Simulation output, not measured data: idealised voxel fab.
The process module presented herein is designated voxel wiring stack.
Displayed cross-section: cut, width of 240 nm, square cells sized 5 nm.
In this document a cross-section is written as a grid of square cells. It is given as a series of bands, listed from the top down, and a band is one or more rows of cells. Each band's line starts with the height of the band's top and of its bottom, in nm. Then come its materials from left to right, each with its width in nm. One material with "everywhere" fills the band from edge to edge. "blank" is empty space. The level at which height equals 0 is the one under which the wafer, as it arrives, is entirely one material. No lower edge exists for the bottom band, which continues downward and is notated as in "0 and below". Note: "30->40" means the width goes from the first number (top row of the band) to the second number (bottom row) in equal steps per row of cells. "no change" -> step changed no cross-section cell. Any empty space of 8 cells or more lacking an open way to the top shows up in "Closed cavity list" as width x height at distance, distance from the left edge, in nm. Read whatever lies past the settings on a step's line as the simulator's own remark about the step. overlay nm: how far to the right of its planned place the mask lay on this masked step (negative: to the left). Quick note on how to read the rest: it's all pairs. You get the cross-section before a process step and the one after, but the after one only goes down as far as the lowest band that changed. The step in between, with its settings, sits under the pair. Heads up, the pairs can come from different runs of this module on the same starting wafer, so don't assume a pair picks up from the one above unless its "Incoming profile" entry says it does.

## Incoming profile
  190 down to 170  resist (60) / blank (20) / resist (30) / blank (20) / resist (30) / blank (20) / resist (60)
  170 down to 160  aC (60) / blank (20) / aC (30) / blank (20) / aC (30) / blank (20) / aC (60)
  160 down to 130  SiO2 everywhere
  130 down to 125  SiCN everywhere
  125 down to 110  lowk (60) / TiN (5) / Ru (5) / TiN (5) / lowk (85) / TiN (5) / Ru (5) / TiN (5) / lowk (65)
  110 down to 105  SiCN (60) / TiN (15) / SiCN (85) / TiN (15) / SiCN (65)
  105 down to 95  Ru everywhere
  95 down to 90  TiN (65) / Ru (10) / TiN (40) / Ru (10) / TiN (40) / Ru (10) / TiN (65)
  90 down to 65  SiO2 (60) / TiN (5) / Ru (10) / TiN (5) / SiO2 (30) / TiN (5) / Ru (10) / TiN (5) / SiO2 (30) / TiN (5) / Ru (10) / TiN (5) / SiO2 (60)
  65 down to 60  SiN (60) / TiN (20) / SiN (30) / TiN (20) / SiN (30) / TiN (20) / SiN (60)
  60 down to 45  lowk (60) / Ru (15) / lowk (35) / Ru (15) / lowk (35) / Ru (15) / lowk (65)
  45 down to 40  SiCN (60) / Ru (15) / SiCN (35) / Ru (15) / SiCN (35) / Ru (15) / SiCN (65)
  40 down to 15  lowk (55) / SiCN (5) / Ru (20) / SiCN (5) / lowk (20) / SiCN (5) / Ru (20) / SiCN (5) / lowk (20) / SiCN (5) / Ru (20) / SiCN (5) / lowk (55)
  15 down to 10  SiCN (60) / TiN (20) / SiCN (30) / TiN (20) / SiCN (30) / TiN (20) / SiCN (60)
  10 down to 0  SiO2 everywhere
  0 and below  Si everywhere
  Closed cavity list: none

## After the Step
  170 down to 160  aC (60) / blank (20) / aC (30) / blank (20) / aC (30) / blank (20) / aC (60)
  At heights below 160, the structure remains unaltered.
  Closed cavity list: none
The process step separating the two cross-sections depicted above is as follows: STRIP with etch materials resist

Incoming profile: as in the pair right above, post-step view.

## After the Step
  170 down to 160  aC (60) / blank (20) / aC (30) / blank (20) / aC (30) / blank (20) / aC (60)
  160 down to 145  SiO2 (60) / blank (20) / SiO2 (30) / blank (20) / SiO2 (30) / blank (20) / SiO2 (60)
  At heights below 145, the structure remains unaltered.
  Closed cavity list: none
The process step separating the two cross-sections depicted above is as follows: DIRECTIONAL_ETCH with etch materials SiO2, depth nm 15

Incoming profile: as in the pair right above, post-step view.

## After the Step
  160 down to 145  SiO2 (60) / blank (20) / SiO2 (30) / blank (20) / SiO2 (30) / blank (20) / SiO2 (60)
  At heights below 145, the structure remains unaltered.
  Closed cavity list: none
The process step separating the two cross-sections depicted above is as follows: STRIP with etch materials aC

Incoming profile: as in the pair right above, post-step view.

## After the Step
  160 down to 145  SiO2 (60) / blank (20) / SiO2 (30) / blank (20) / SiO2 (30) / blank (20) / SiO2 (60)
  145 down to 130  SiO2 (60) / blank (15) / SiO2 (85) / blank (15) / SiO2 (65)
  At heights below 130, the structure remains unaltered.
  Closed cavity list: none
The process step separating the two cross-sections depicted above is as follows: MASKED_ETCH with tone open, mask id METAL_4_HOLES, width nm 15, pitch nm 100, etch materials SiO2, depth nm 15, overlay nm 0

Incoming profile: as in the pair right above, post-step view.

## After the Step
  160 down to 145  SiO2 (60) / blank (20) / SiO2 (30) / blank (20) / SiO2 (30) / blank (20) / SiO2 (60)
  145 down to 130  SiO2 (60) / blank (15) / SiO2 (85) / blank (15) / SiO2 (65)
  130 down to 125  SiCN (60) / blank (15) / SiCN (85) / blank (15) / SiCN (65)
  At heights below 125, the structure remains unaltered.
  Closed cavity list: none
The process step separating the two cross-sections depicted above is as follows: MASKED_ETCH with tone open, mask id METAL_4_HOLES, width nm 15, pitch nm 100, etch materials SiCN, depth nm 5, overlay nm 0

Incoming profile: as in the pair right above, post-step view.

## After the Step
  165 down to 160  TiN (65) / blank (10) / TiN (40) / blank (10) / TiN (40) / blank (10) / TiN (65)
  160 down to 150  SiO2 (60) / TiN (5) / blank (10) / TiN (5) / SiO2 (30) / TiN (5) / blank (10) / TiN (5) / SiO2 (30) / TiN (5) / blank (10) / TiN (5) / SiO2 (60)
  150 down to 145  SiO2 (60) / TiN (5) / blank (5) / TiN (10) / SiO2 (30) / TiN (20) / SiO2 (30) / TiN (5) / blank (5) / TiN (10) / SiO2 (60)
  145 down to 130  SiO2 (60) / TiN (5) / blank (5) / TiN (5) / SiO2 (85) / TiN (5) / blank (5) / TiN (5) / SiO2 (65)
  130 down to 125  SiCN (60) / TiN (15) / SiCN (85) / TiN (15) / SiCN (65)
  At heights below 125, the structure remains unaltered.
  Closed cavity list: none
The process step separating the two cross-sections depicted above is as follows: CONFORMAL_DEP with material TiN, thk nm 5

Incoming profile: as in the pair right above, post-step view.

## After the Step
  170 down to 165  Cu everywhere
  165 down to 160  TiN (65) / Cu (10) / TiN (40) / Cu (10) / TiN (40) / Cu (10) / TiN (65)
  160 down to 150  SiO2 (60) / TiN (5) / Cu (10) / TiN (5) / SiO2 (30) / TiN (5) / Cu (10) / TiN (5) / SiO2 (30) / TiN (5) / Cu (10) / TiN (5) / SiO2 (60)
  150 down to 145  SiO2 (60) / TiN (5) / Cu (5) / TiN (10) / SiO2 (30) / TiN (20) / SiO2 (30) / TiN (5) / Cu (5) / TiN (10) / SiO2 (60)
  145 down to 130  SiO2 (60) / TiN (5) / Cu (5) / TiN (5) / SiO2 (85) / TiN (5) / Cu (5) / TiN (5) / SiO2 (65)
  At heights below 130, the structure remains unaltered.
  Closed cavity list: none
The process step separating the two cross-sections depicted above is as follows: FILL_DEP with material Cu, thk nm 5

Incoming profile: as in the pair right above, post-step view.

## After the Step
  160 down to 150  SiO2 (60) / TiN (5) / Cu (10) / TiN (5) / SiO2 (30) / TiN (5) / Cu (10) / TiN (5) / SiO2 (30) / TiN (5) / Cu (10) / TiN (5) / SiO2 (60)
  At heights below 150, the structure remains unaltered.
  Closed cavity list: none
The process step separating the two cross-sections depicted above is as follows: CMP with height nm 160

Incoming profile: as in the pair right above, post-step view.

## After the Step
  165 down to 160  SiCN everywhere
  At heights below 160, the structure remains unaltered.
  Closed cavity list: none
The process step separating the two cross-sections depicted above is as follows: CONFORMAL_DEP with material SiCN, thk nm 5

## Incoming profile
  60 down to 45  lowk (60) / Ru (15) / lowk (35) / Ru (15) / lowk (35) / Ru (15) / lowk (65)
  45 down to 40  SiCN (60) / Ru (15) / SiCN (35) / Ru (15) / SiCN (35) / Ru (15) / SiCN (65)
  40 down to 15  lowk (55) / SiCN (5) / Ru (20) / SiCN (5) / lowk (20) / SiCN (5) / Ru (20) / SiCN (5) / lowk (20) / SiCN (5) / Ru (20) / SiCN (5) / lowk (55)
  15 down to 10  SiCN (60) / TiN (20) / SiCN (30) / TiN (20) / SiCN (30) / TiN (20) / SiCN (60)
  10 down to 0  SiO2 everywhere
  0 and below  Si everywhere
  Closed cavity list: none

## After the Step
  70 down to 60  blank (50) / Ru (35) / blank (15) / Ru (35) / blank (15) / Ru (35) / blank (55)
  At heights below 60, the structure remains unaltered.
  Closed cavity list: none
The process step separating the two cross-sections depicted above is as follows: EPI with material Ru, thk nm 10

Incoming profile: as in the pair right above, post-step view.

## After the Step
  75 down to 70  blank (45) / SiN (45) / blank (5) / SiN (45) / blank (5) / SiN (45) / blank (50)
  70 down to 65  blank (45) / SiN (5) / Ru (35) / SiN (5) / blank (5) / SiN (5) / Ru (35) / SiN (5) / blank (5) / SiN (5) / Ru (35) / SiN (5) / blank (50)
  65 down to 60  SiN (50) / Ru (35) / SiN (15) / Ru (35) / SiN (15) / Ru (35) / SiN (55)
  At heights below 60, the structure remains unaltered.
  Closed cavity list: none
The process step separating the two cross-sections depicted above is as follows: CONFORMAL_DEP with material SiN, thk nm 5

Incoming profile: as in the pair right above, post-step view.

## After the Step
  100 down to 90  blank (45) / SiO2 (45) / blank (5) / SiO2 (45) / blank (5) / SiO2 (45) / blank (50)
  90 down to 75  SiO2 everywhere
  75 down to 70  SiO2 (45) / SiN (45) / SiO2 (5) / SiN (45) / SiO2 (5) / SiN (45) / SiO2 (50)
  70 down to 65  SiO2 (45) / SiN (5) / Ru (35) / SiN (5) / SiO2 (5) / SiN (5) / Ru (35) / SiN (5) / SiO2 (5) / SiN (5) / Ru (35) / SiN (5) / SiO2 (50)
  At heights below 65, the structure remains unaltered.
  Closed cavity list: none
The process step separating the two cross-sections depicted above is as follows: DIRECTIONAL_DEP with material SiO2, thk nm 25

Incoming profile: as in the pair right above, post-step view.

## After the Step
  115 down to 100  resist (60) / blank (20) / resist (30) / blank (20) / resist (30) / blank (20) / resist (60)
  100 down to 90  resist (45) / SiO2 (45) / resist (5) / SiO2 (45) / resist (5) / SiO2 (45) / resist (50)
  At heights below 90, the structure remains unaltered.
  Closed cavity list: none
The process step separating the two cross-sections depicted above is as follows: PATTERN with tone open, mask id METAL_2, material resist, width nm 20, pitch nm 50, thk nm 15, overlay nm 0

Incoming profile: as in the pair right above, post-step view.

## After the Step
  115 down to 100  resist (60) / blank (20) / resist (30) / blank (20) / resist (30) / blank (20) / resist (60)
  100 down to 90  resist (45) / SiO2 (15) / blank (20) / SiO2 (10) / resist (5) / SiO2 (15) / blank (20) / SiO2 (10) / resist (5) / SiO2 (15) / blank (20) / SiO2 (10) / resist (50)
  90 down to 75  SiO2 (60) / blank (20) / SiO2 (30) / blank (20) / SiO2 (30) / blank (20) / SiO2 (60)
  At heights below 75, the structure remains unaltered.
  Closed cavity list: none
The process step separating the two cross-sections depicted above is as follows: DIRECTIONAL_ETCH with etch materials SiO2, depth nm 25

Incoming profile: as in the pair right above, post-step view.

## After the Step
  115 down to 100  resist (60) / blank (20) / resist (30) / blank (20) / resist (30) / blank (20) / resist (60)
  100 down to 90  resist (45) / SiO2 (15) / blank (20) / SiO2 (10) / resist (5) / SiO2 (15) / blank (20) / SiO2 (10) / resist (5) / SiO2 (15) / blank (20) / SiO2 (10) / resist (50)
  90 down to 75  SiO2 (60) / blank (20) / SiO2 (30) / blank (20) / SiO2 (30) / blank (20) / SiO2 (60)
  75 down to 70  SiO2 (45) / SiN (15) / blank (20) / SiN (10) / SiO2 (5) / SiN (15) / blank (20) / SiN (10) / SiO2 (5) / SiN (15) / blank (20) / SiN (10) / SiO2 (50)
  At heights below 70, the structure remains unaltered.
  Closed cavity list: none
The process step separating the two cross-sections depicted above is as follows: DIRECTIONAL_ETCH with etch materials SiN, depth nm 5

Incoming profile: as in the pair right above, post-step view.

## After the Step
  100 down to 90  blank (45) / SiO2 (15) / blank (20) / SiO2 (10) / blank (5) / SiO2 (15) / blank (20) / SiO2 (10) / blank (5) / SiO2 (15) / blank (20) / SiO2 (10) / blank (50)
  At heights below 90, the structure remains unaltered.
  Closed cavity list: none
The process step separating the two cross-sections depicted above is as follows: STRIP with etch materials resist

Incoming profile: as in the pair right above, post-step view.

## After the Step
  105 down to 100  blank (40) / TiN (25) / blank (10) / TiN (40) / blank (10) / TiN (40) / blank (10) / TiN (20) / blank (45)
  100 down to 95  blank (40) / TiN (5) / SiO2 (15) / TiN (5) / blank (10) / TiN (5) / SiO2 (10) / TiN (5) / SiO2 (15) / TiN (5) / blank (10) / TiN (5) / SiO2 (10) / TiN (5) / SiO2 (15) / TiN (5) / blank (10) / TiN (5) / SiO2 (10) / TiN (5) / blank (45)
  95 down to 90  TiN (45) / SiO2 (15) / TiN (5) / blank (10) / TiN (5) / SiO2 (10) / TiN (5) / SiO2 (15) / TiN (5) / blank (10) / TiN (5) / SiO2 (10) / TiN (5) / SiO2 (15) / TiN (5) / blank (10) / TiN (5) / SiO2 (10) / TiN (50)
  90 down to 75  SiO2 (60) / TiN (5) / blank (10) / TiN (5) / SiO2 (30) / TiN (5) / blank (10) / TiN (5) / SiO2 (30) / TiN (5) / blank (10) / TiN (5) / SiO2 (60)
  75 down to 70  SiO2 (45) / SiN (15) / TiN (20) / SiN (10) / SiO2 (5) / SiN (15) / TiN (20) / SiN (10) / SiO2 (5) / SiN (15) / TiN (20) / SiN (10) / SiO2 (50)
  At heights below 70, the structure remains unaltered.
  Closed cavity list: none
The process step separating the two cross-sections depicted above is as follows: CONFORMAL_DEP with material TiN, thk nm 5

Incoming profile: as in the pair right above, post-step view.

## After the Step
  115 down to 105  Ru everywhere
  105 down to 100  Ru (40) / TiN (25) / Ru (10) / TiN (40) / Ru (10) / TiN (40) / Ru (10) / TiN (20) / Ru (45)
  100 down to 95  Ru (40) / TiN (5) / SiO2 (15) / TiN (5) / Ru (10) / TiN (5) / SiO2 (10) / TiN (5) / SiO2 (15) / TiN (5) / Ru (10) / TiN (5) / SiO2 (10) / TiN (5) / SiO2 (15) / TiN (5) / Ru (10) / TiN (5) / SiO2 (10) / TiN (5) / Ru (45)
  95 down to 90  TiN (45) / SiO2 (15) / TiN (5) / Ru (10) / TiN (5) / SiO2 (10) / TiN (5) / SiO2 (15) / TiN (5) / Ru (10) / TiN (5) / SiO2 (10) / TiN (5) / SiO2 (15) / TiN (5) / Ru (10) / TiN (5) / SiO2 (10) / TiN (50)
  90 down to 75  SiO2 (60) / TiN (5) / Ru (10) / TiN (5) / SiO2 (30) / TiN (5) / Ru (10) / TiN (5) / SiO2 (30) / TiN (5) / Ru (10) / TiN (5) / SiO2 (60)
  At heights below 75, the structure remains unaltered.
  Closed cavity list: none
The process step separating the two cross-sections depicted above is as follows: FILL_DEP with material Ru, thk nm 10

Incoming profile: as in the pair right above, post-step view.

## After the Step
  90 down to 75  SiO2 (60) / TiN (5) / Ru (10) / TiN (5) / SiO2 (30) / TiN (5) / Ru (10) / TiN (5) / SiO2 (30) / TiN (5) / Ru (10) / TiN (5) / SiO2 (60)
  At heights below 75, the structure remains unaltered.
  Closed cavity list: none
The process step separating the two cross-sections depicted above is as follows: CMP with height nm 90

Incoming profile: as in the pair right above, post-step view.

## After the Step
  95 down to 90  SiCN everywhere
  At heights below 90, the structure remains unaltered.
  Closed cavity list: none
The process step separating the two cross-sections depicted above is as follows: CONFORMAL_DEP with material SiCN, thk nm 5

Incoming profile: as in the pair right above, post-step view.

## After the Step
  125 down to 95  lowk everywhere
  At heights below 95, the structure remains unaltered.
  Closed cavity list: none
The process step separating the two cross-sections depicted above is as follows: DIRECTIONAL_DEP with material lowk, thk nm 30

Incoming profile: as in the pair right above, post-step view.

## After the Step
  125 down to 110  lowk (60) / blank (20) / lowk (30) / blank (20) / lowk (30) / blank (20) / lowk (60)
  At heights below 110, the structure remains unaltered.
  Closed cavity list: none
The process step separating the two cross-sections depicted above is as follows: MASKED_ETCH with tone open, mask id METAL_3, width nm 20, pitch nm 50, etch materials lowk, depth nm 15, overlay nm 0

Incoming profile: as in the pair right above, post-step view.

## After the Step
  145 down to 125  resist (60) / blank (15) / resist (85) / blank (15) / resist (65)
  125 down to 110  lowk (60) / blank (15) / resist (5) / lowk (30) / resist (20) / lowk (30) / blank (15) / resist (5) / lowk (60)
  At heights below 110, the structure remains unaltered.
  Closed cavity list: none
The process step separating the two cross-sections depicted above is as follows: PATTERN with tone open, mask id METAL_3_HOLES, material resist, width nm 15, pitch nm 100, thk nm 20, overlay nm 0

Incoming profile: as in the pair right above, post-step view.

## After the Step
  145 down to 125  resist (60) / blank (15) / resist (85) / blank (15) / resist (65)
  125 down to 110  lowk (60) / blank (15) / resist (5) / lowk (30) / resist (20) / lowk (30) / blank (15) / resist (5) / lowk (60)
  110 down to 95  lowk (60) / blank (15) / lowk (85) / blank (15) / lowk (65)
  At heights below 95, the structure remains unaltered.
  Closed cavity list: none
The process step separating the two cross-sections depicted above is as follows: DIRECTIONAL_ETCH with etch materials lowk, depth nm 15

Incoming profile: as in the pair right above, post-step view.

## After the Step
  145 down to 125  resist (60) / blank (15) / resist (85) / blank (15) / resist (65)
  125 down to 110  lowk (60) / blank (15) / resist (5) / lowk (30) / resist (20) / lowk (30) / blank (15) / resist (5) / lowk (60)
  110 down to 95  lowk (60) / blank (15) / lowk (85) / blank (15) / lowk (65)
  95 down to 90  SiCN (60) / blank (15) / SiCN (85) / blank (15) / SiCN (65)
  At heights below 90, the structure remains unaltered.
  Closed cavity list: none
The process step separating the two cross-sections depicted above is as follows: DIRECTIONAL_ETCH with etch materials SiCN, depth nm 5

Incoming profile: as in the pair right above, post-step view.

## After the Step
  125 down to 110  lowk (60) / blank (20) / lowk (30) / blank (20) / lowk (30) / blank (20) / lowk (60)
  At heights below 110, the structure remains unaltered.
  Closed cavity list: none
The process step separating the two cross-sections depicted above is as follows: STRIP with etch materials resist

Incoming profile: as in the pair right above, post-step view.

## After the Step
  130 down to 125  TiN (65) / blank (10) / TiN (40) / blank (10) / TiN (40) / blank (10) / TiN (65)
  125 down to 115  lowk (60) / TiN (5) / blank (10) / TiN (5) / lowk (30) / TiN (5) / blank (10) / TiN (5) / lowk (30) / TiN (5) / blank (10) / TiN (5) / lowk (60)
  115 down to 110  lowk (60) / TiN (5) / blank (5) / TiN (10) / lowk (30) / TiN (20) / lowk (30) / TiN (5) / blank (5) / TiN (10) / lowk (60)
  110 down to 95  lowk (60) / TiN (5) / blank (5) / TiN (5) / lowk (85) / TiN (5) / blank (5) / TiN (5) / lowk (65)
  95 down to 90  SiCN (60) / TiN (15) / SiCN (85) / TiN (15) / SiCN (65)
  At heights below 90, the structure remains unaltered.
  Closed cavity list: none
The process step separating the two cross-sections depicted above is as follows: CONFORMAL_DEP with material TiN, thk nm 5

Incoming profile: as in the pair right above, post-step view.

## After the Step
  140 down to 130  Ru everywhere
  130 down to 125  TiN (65) / Ru (10) / TiN (40) / Ru (10) / TiN (40) / Ru (10) / TiN (65)
  125 down to 115  lowk (60) / TiN (5) / Ru (10) / TiN (5) / lowk (30) / TiN (5) / Ru (10) / TiN (5) / lowk (30) / TiN (5) / Ru (10) / TiN (5) / lowk (60)
  115 down to 110  lowk (60) / TiN (5) / Ru (5) / TiN (10) / lowk (30) / TiN (20) / lowk (30) / TiN (5) / Ru (5) / TiN (10) / lowk (60)
  110 down to 95  lowk (60) / TiN (5) / Ru (5) / TiN (5) / lowk (85) / TiN (5) / Ru (5) / TiN (5) / lowk (65)
  At heights below 95, the structure remains unaltered.
  Closed cavity list: none
The process step separating the two cross-sections depicted above is as follows: FILL_DEP with material Ru, thk nm 10

Incoming profile: as in the pair right above, post-step view.

## After the Step
  125 down to 115  lowk (60) / TiN (5) / Ru (10) / TiN (5) / lowk (30) / TiN (5) / Ru (10) / TiN (5) / lowk (30) / TiN (5) / Ru (10) / TiN (5) / lowk (60)
  At heights below 115, the structure remains unaltered.
  Closed cavity list: none
The process step separating the two cross-sections depicted above is as follows: CMP with height nm 125

Incoming profile: as in the pair right above, post-step view.

## After the Step
  130 down to 125  SiCN everywhere
  At heights below 125, the structure remains unaltered.
  Closed cavity list: none
The process step separating the two cross-sections depicted above is as follows: CONFORMAL_DEP with material SiCN, thk nm 5

Incoming profile: as in the pair right above, post-step view.

## After the Step
  160 down to 130  SiO2 everywhere
  At heights below 130, the structure remains unaltered.
  Closed cavity list: none
The process step separating the two cross-sections depicted above is as follows: DIRECTIONAL_DEP with material SiO2, thk nm 30

Incoming profile: as in the pair right above, post-step view.

## After the Step
  170 down to 160  aC everywhere
  At heights below 160, the structure remains unaltered.
  Closed cavity list: none
The process step separating the two cross-sections depicted above is as follows: DIRECTIONAL_DEP with material aC, thk nm 10

Incoming profile: as in the pair right above, post-step view.

## After the Step
  200 down to 170  resist (60) / blank (20) / resist (30) / blank (20) / resist (30) / blank (20) / resist (60)
  At heights below 170, the structure remains unaltered.
  Closed cavity list: none
The process step separating the two cross-sections depicted above is as follows: PATTERN with tone open, mask id METAL_4, material resist, width nm 20, pitch nm 50, thk nm 30, overlay nm 0

Incoming profile: as in the pair right above, post-step view.

## After the Step
  190 down to 170  resist (60) / blank (20) / resist (30) / blank (20) / resist (30) / blank (20) / resist (60)
  170 down to 160  aC (60) / blank (20) / aC (30) / blank (20) / aC (30) / blank (20) / aC (60)
  At heights below 160, the structure remains unaltered.
  Closed cavity list: none
The process step separating the two cross-sections depicted above is as follows: DIRECTIONAL_ETCH with etch materials aC, depth nm 10

Incoming profile: as in the pair right above, post-step view.

## After the Step
  170 down to 160  aC (60) / blank (20) / aC (30) / blank (20) / aC (30) / blank (20) / aC (60)
  At heights below 160, the structure remains unaltered.
  Closed cavity list: none
The process step separating the two cross-sections depicted above is as follows: STRIP with etch materials resist

Incoming profile: as in the pair right above, post-step view.

## After the Step
  170 down to 160  aC (60) / blank (20) / aC (30) / blank (20) / aC (30) / blank (20) / aC (60)
  160 down to 145  SiO2 (60) / blank (20) / SiO2 (30) / blank (20) / SiO2 (30) / blank (20) / SiO2 (60)
  At heights below 145, the structure remains unaltered.
  Closed cavity list: none
The process step separating the two cross-sections depicted above is as follows: DIRECTIONAL_ETCH with etch materials SiO2, depth nm 15

Incoming profile: as in the pair right above, post-step view.

## After the Step
  160 down to 145  SiO2 (60) / blank (20) / SiO2 (30) / blank (20) / SiO2 (30) / blank (20) / SiO2 (60)
  At heights below 145, the structure remains unaltered.
  Closed cavity list: none
The process step separating the two cross-sections depicted above is as follows: STRIP with etch materials aC

Incoming profile: as in the pair right above, post-step view.

## After the Step
  160 down to 145  SiO2 (60) / blank (20) / SiO2 (30) / blank (20) / SiO2 (30) / blank (20) / SiO2 (60)
  145 down to 130  SiO2 (60) / blank (15) / SiO2 (85) / blank (15) / SiO2 (65)
  At heights below 130, the structure remains unaltered.
  Closed cavity list: none
The process step separating the two cross-sections depicted above is as follows: MASKED_ETCH with tone open, mask id METAL_4_HOLES, width nm 15, pitch nm 100, etch materials SiO2, depth nm 15, overlay nm 0

Incoming profile: as in the pair right above, post-step view.

## After the Step
  160 down to 145  SiO2 (60) / blank (20) / SiO2 (30) / blank (20) / SiO2 (30) / blank (20) / SiO2 (60)
  145 down to 130  SiO2 (60) / blank (15) / SiO2 (85) / blank (15) / SiO2 (65)
  130 down to 125  SiCN (60) / blank (15) / SiCN (85) / blank (15) / SiCN (65)
  At heights below 125, the structure remains unaltered.
  Closed cavity list: none
The process step separating the two cross-sections depicted above is as follows: MASKED_ETCH with tone open, mask id METAL_4_HOLES, width nm 15, pitch nm 100, etch materials SiCN, depth nm 5, overlay nm 0

Incoming profile: as in the pair right above, post-step view.

## After the Step
  165 down to 160  TiN (65) / blank (10) / TiN (40) / blank (10) / TiN (40) / blank (10) / TiN (65)
  160 down to 150  SiO2 (60) / TiN (5) / blank (10) / TiN (5) / SiO2 (30) / TiN (5) / blank (10) / TiN (5) / SiO2 (30) / TiN (5) / blank (10) / TiN (5) / SiO2 (60)
  150 down to 145  SiO2 (60) / TiN (5) / blank (5) / TiN (10) / SiO2 (30) / TiN (20) / SiO2 (30) / TiN (5) / blank (5) / TiN (10) / SiO2 (60)
  145 down to 130  SiO2 (60) / TiN (5) / blank (5) / TiN (5) / SiO2 (85) / TiN (5) / blank (5) / TiN (5) / SiO2 (65)
  130 down to 125  SiCN (60) / TiN (15) / SiCN (85) / TiN (15) / SiCN (65)
  At heights below 125, the structure remains unaltered.
  Closed cavity list: none
The process step separating the two cross-sections depicted above is as follows: CONFORMAL_DEP with material TiN, thk nm 5

Incoming profile: as in the pair right above, post-step view.

## After the Step
  170 down to 165  Cu everywhere
  165 down to 160  TiN (65) / Cu (10) / TiN (40) / Cu (10) / TiN (40) / Cu (10) / TiN (65)
  160 down to 150  SiO2 (60) / TiN (5) / Cu (10) / TiN (5) / SiO2 (30) / TiN (5) / Cu (10) / TiN (5) / SiO2 (30) / TiN (5) / Cu (10) / TiN (5) / SiO2 (60)
  150 down to 145  SiO2 (60) / TiN (5) / Cu (5) / TiN (10) / SiO2 (30) / TiN (20) / SiO2 (30) / TiN (5) / Cu (5) / TiN (10) / SiO2 (60)
  145 down to 130  SiO2 (60) / TiN (5) / Cu (5) / TiN (5) / SiO2 (85) / TiN (5) / Cu (5) / TiN (5) / SiO2 (65)
  At heights below 130, the structure remains unaltered.
  Closed cavity list: none
The process step separating the two cross-sections depicted above is as follows: FILL_DEP with material Cu, thk nm 5

Incoming profile: as in the pair right above, post-step view.

## After the Step
  160 down to 150  SiO2 (60) / TiN (5) / Cu (10) / TiN (5) / SiO2 (30) / TiN (5) / Cu (10) / TiN (5) / SiO2 (30) / TiN (5) / Cu (10) / TiN (5) / SiO2 (60)
  At heights below 150, the structure remains unaltered.
  Closed cavity list: none
The process step separating the two cross-sections depicted above is as follows: CMP with height nm 160

Incoming profile: as in the pair right above, post-step view.

## After the Step
  165 down to 160  SiCN everywhere
  At heights below 160, the structure remains unaltered.
  Closed cavity list: none
The process step separating the two cross-sections depicted above is as follows: CONFORMAL_DEP with material SiCN, thk nm 5

## Incoming profile
  40 down to 15  lowk (55) / SiCN (5) / Ru (20) / SiCN (5) / lowk (20) / SiCN (5) / Ru (20) / SiCN (5) / lowk (20) / SiCN (5) / Ru (20) / SiCN (5) / lowk (55)
  15 down to 10  SiCN (60) / TiN (20) / SiCN (30) / TiN (20) / SiCN (30) / TiN (20) / SiCN (60)
  10 down to 0  SiO2 everywhere
  0 and below  Si everywhere
  Closed cavity list: none

## After the Step
  55 down to 40  lowk everywhere
  At heights below 40, the structure remains unaltered.
  Closed cavity list: none
The process step separating the two cross-sections depicted above is as follows: DIRECTIONAL_DEP with material lowk, thk nm 15

Incoming profile: as in the pair right above, post-step view.

## After the Step
  60 down to 55  SiCN everywhere
  At heights below 55, the structure remains unaltered.
  Closed cavity list: none
The process step separating the two cross-sections depicted above is as follows: CONFORMAL_DEP with material SiCN, thk nm 5

Incoming profile: as in the pair right above, post-step view.

## After the Step
  75 down to 60  aC everywhere
  At heights below 60, the structure remains unaltered.
  Closed cavity list: none
The process step separating the two cross-sections depicted above is as follows: DIRECTIONAL_DEP with material aC, thk nm 15

Incoming profile: as in the pair right above, post-step view.

## After the Step
  105 down to 75  resist (60) / blank (15) / resist (35) / blank (15) / resist (35) / blank (15) / resist (65)
  At heights below 75, the structure remains unaltered.
  Closed cavity list: none
The process step separating the two cross-sections depicted above is as follows: PATTERN with tone open, mask id PLUG_1, material resist, width nm 15, pitch nm 50, thk nm 30, overlay nm 0

Incoming profile: as in the pair right above, post-step view.

## After the Step
  90 down to 75  resist (60) / blank (15) / resist (35) / blank (15) / resist (35) / blank (15) / resist (65)
  75 down to 60  aC (60) / blank (15) / aC (35) / blank (15) / aC (35) / blank (15) / aC (65)
  At heights below 60, the structure remains unaltered.
  Closed cavity list: none
The process step separating the two cross-sections depicted above is as follows: DIRECTIONAL_ETCH with etch materials aC, depth nm 15

Incoming profile: as in the pair right above, post-step view.

## After the Step
  75 down to 60  aC (60) / blank (15) / aC (35) / blank (15) / aC (35) / blank (15) / aC (65)
  At heights below 60, the structure remains unaltered.
  Closed cavity list: none
The process step separating the two cross-sections depicted above is as follows: STRIP with etch materials resist

Incoming profile: as in the pair right above, post-step view.

## After the Step
  75 down to 60  aC (60) / blank (15) / aC (35) / blank (15) / aC (35) / blank (15) / aC (65)
  60 down to 55  SiCN (60) / blank (15) / SiCN (35) / blank (15) / SiCN (35) / blank (15) / SiCN (65)
  At heights below 55, the structure remains unaltered.
  Closed cavity list: none
The process step separating the two cross-sections depicted above is as follows: DIRECTIONAL_ETCH with etch materials SiCN, depth nm 5

Incoming profile: as in the pair right above, post-step view.

## After the Step
  60 down to 55  SiCN (60) / blank (15) / SiCN (35) / blank (15) / SiCN (35) / blank (15) / SiCN (65)
  At heights below 55, the structure remains unaltered.
  Closed cavity list: none
The process step separating the two cross-sections depicted above is as follows: STRIP with etch materials aC

Incoming profile: as in the pair right above, post-step view.

## After the Step
  65 down to 60  SiN (65) / blank (5) / SiN (45) / blank (5) / SiN (45) / blank (5) / SiN (70)
  60 down to 55  SiCN (60) / SiN (15) / SiCN (35) / SiN (15) / SiCN (35) / SiN (15) / SiCN (65)
  At heights below 55, the structure remains unaltered.
  Closed cavity list: none
The process step separating the two cross-sections depicted above is as follows: CONFORMAL_DEP with material SiN, thk nm 5

Incoming profile: as in the pair right above, post-step view.

## After the Step
  90 down to 85  SiO2 (65) / blank (5) / SiO2 (45) / blank (5) / SiO2 (45) / blank (5) / SiO2 (70)
  85 down to 65  SiO2 everywhere
  65 down to 60  SiN (65) / SiO2 (5) / SiN (45) / SiO2 (5) / SiN (45) / SiO2 (5) / SiN (70)
  At heights below 60, the structure remains unaltered.
  Closed cavity list: none
The process step separating the two cross-sections depicted above is as follows: DIRECTIONAL_DEP with material SiO2, thk nm 25

Incoming profile: as in the pair right above, post-step view.

## After the Step
  105 down to 90  resist (60) / blank (20) / resist (30) / blank (20) / resist (30) / blank (20) / resist (60)
  At heights below 90, the structure remains unaltered.
  Closed cavity list: none
The process step separating the two cross-sections depicted above is as follows: PATTERN with tone open, mask id METAL_2, material resist, width nm 20, pitch nm 50, thk nm 15, overlay nm 0
